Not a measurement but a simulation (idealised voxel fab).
The following is a process module called voxel self aligned contacts.
Pictured: cross-section cut, 180 nm wide, on a grid of 5 nm square cells.
This document writes a cross-section as a grid whose cells are square, and gives it as bands, listed from the top down; one or more rows of cells form a band.
This entry defines a band. It first specifies the height of the band's top and the height of its bottom in nm, and then specifies the band's materials from left to right, stating each material with its width in nm. The word "all across" identifies a single material that fills the band from edge to edge, while the word "empty" identifies empty space.
Ref level 0: as-received wafer is one material below here. Bottom band extends down with no lower bound ("from 0 down").
So if you see something like "30 to 40" for the width, read it as the top row of the band sitting at the first number and the bottom row at the second, with every row in between moving by the same amount as the last.
"remained the same" after a step means that no cell of the cross-section changed.
"Closed void register": sealed empty spaces, 8 cells or more, no open way to top, listed width x height at distance, with distance from the left edge and width, height and distance in nm.
Step line, after settings: the simulator's comment on this step.
Steps that use a mask can have "overlay nm" on their line. It says how far the mask sat to the right of where it was meant to be. Negative means to the left.

INTENDED PROCESS STEPS
- 1: RECEIVE | material Si
- 2: CONFORMAL_DEP | material SiO2 | thk nm 5
- 3: DIRECTIONAL_DEP | material polySi | thk nm 30
- 4: DIRECTIONAL_DEP | material SiN | thk nm 25
- 5: PATTERN | tone cover | mask id GATE | material resist | width nm 25 | pitch nm 65 | thk nm 15 | overlay nm 0
- 6: DIRECTIONAL_ETCH | etch materials SiN | depth nm 25
- 7: DIRECTIONAL_ETCH | etch materials polySi | depth nm 30
- 8: STRIP | etch materials resist
- 9: CONFORMAL_DEP | material SiN | thk nm 10
- 10: DIRECTIONAL_ETCH | etch materials SiN | depth nm 10
- 11: FILL_DEP | material SiO2 | thk nm 10
- 12: CMP | height nm 65
- 13: PATTERN | tone open | mask id CONTACT | material resist | width nm 50 | thk nm 15 | overlay nm 0
- 14: DIRECTIONAL_ETCH | etch materials SiO2 | depth nm 65
- 15: STRIP | etch materials resist
- 16: CONFORMAL_DEP | material TiN | thk nm 5
- 17: FILL_DEP | material W | thk nm 10
- 18: CMP | height nm 65
- 19: CONFORMAL_DEP | material SiN | thk nm 5

SHOWN IN CROSS-SECTION IS THE WAFER AS RECEIVED, THAT IS, AS IT STANDS AFTER STEP 1
from 0 down | Si all across
Closed void register: none

THE FOLLOWING CROSS-SECTION DEPICTS THE WAFER UPON CONCLUSION OF THE MODULE. PROCESSING COMMENCED FROM THE STARTING CONDITION ILLUSTRATED ABOVE AND ADHERED TO THE PLAN ILLUSTRATED ABOVE, SAVE FOR ONE MISTAKE IN EXECUTION
from 70 to 65 | SiN all across
from 65 to 60 | SiO2: 65 | TiN: 20 | W: 10 | TiN: 20 | SiO2: 65
from 60 to 35 | SiO2: 35 | SiN: 45 | TiN: 5 | W: 10 | TiN: 5 | SiN: 45 | SiO2: 35
from 35 to 20 | SiO2: 35 | SiN: 10 | polySi: 25 | SiN: 10 | TiN: 5 | W: 10 | TiN: 5 | SiN: 10 | polySi: 25 | SiN: 10 | SiO2: 35
from 20 to 15 | SiO2: 35 | SiN: 10 | polySi: 25 | SiN: 10 | TiN: 20 | SiN: 10 | polySi: 25 | SiN: 10 | SiO2: 35
from 15 to 5 | SiN: 45 | polySi: 25 | SiN: 40 | polySi: 25 | SiN: 45
from 5 to 0 | SiO2 all across
from 0 down | Si all across
Closed void register: none
Short version of what went wrong: sequence error: steps 9 and 10 interchanged
